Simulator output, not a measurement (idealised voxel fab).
Presented below is a process module, voxel double patterning.
Section shown: cut. Width: 210 nm. Cell size: 5 nm, square.
Just so we're on the same page, the cross-sections are grids of square cells, and they're listed out in bands top to bottom, each band one or more rows deep.
Heads up on the band format: heights come first, top then bottom, in nm. After that it's the materials left to right, each with its width in nm. A single material flagged "all across" fills the whole band edge to edge, and "blank" means there's empty space there.
Counting heights begins at 0, where everything beneath is, in the wafer as received, one material. The lowest band has no bottom; it goes on downwards, as "0 -> down" shows.
It should be noted that a width expressed as "30->40" varies in equal increments from row to row of cells within the band, taking the value of the first number at the top row and that of the second number at the bottom row.
A step reported as "same as before" is a step in which no cell of the cross-section changed.
The list in "Closed cavity list" covers empty spaces of 8 cells or more that cannot reach the top through any open way, and it gives each as width x height at distance; the distance is from the left edge, and width, height and distance are in nm.
after a step's settings: what the simulator itself notes on the step
"overlay nm" on a masked step: distance the mask lay right of its planned place, negative for left.

# So here's the lineup of process steps we planned
1. RECEIVE, material Si
2. CONFORMAL_DEP, material SiO2, thk nm 10
3. DIRECTIONAL_DEP, material polySi, thk nm 10
4. DIRECTIONAL_DEP, material SiN, thk nm 5
5. PATTERN, tone open, mask id FIRST, material resist, width nm 15, pitch nm 50, thk nm 15, overlay nm 0
6. DIRECTIONAL_ETCH, etch materials SiN, depth nm 5
7. STRIP, etch materials resist
8. DIRECTIONAL_DEP, material aC, thk nm 10
9. PATTERN, tone open, mask id SECOND, material resist, width nm 15, pitch nm 50, thk nm 25, overlay nm 0
10. DIRECTIONAL_ETCH, etch materials aC, depth nm 10
11. STRIP, etch materials resist
12. DIRECTIONAL_ETCH, etch materials SiN, depth nm 5
13. STRIP, etch materials aC
14. DIRECTIONAL_ETCH, etch materials polySi, depth nm 10
15. STRIP, etch materials SiN

# Cross-section of the wafer at receipt, which is the condition after step 1
  0 -> down | Si all across
  Closed cavity list: none

# Cross-section at module end, one run error; start and plan unchanged from above
  20 -> 15 | polySi 45 nm, then blank 15 nm, then polySi 10 nm, then blank 15 nm, then polySi 10 nm, then blank 15 nm, then polySi 10 nm, then blank 15 nm, then polySi 10 nm, then blank 15 nm, then polySi 50 nm
  15 -> 10 | polySi all across
  10 -> 0 | SiO2 all across
  0 -> down | Si all across
  Closed cavity list: none
what went wrong: planned and actual differ for step 14; actual: DIRECTIONAL_ETCH, etch materials polySi, depth nm 5
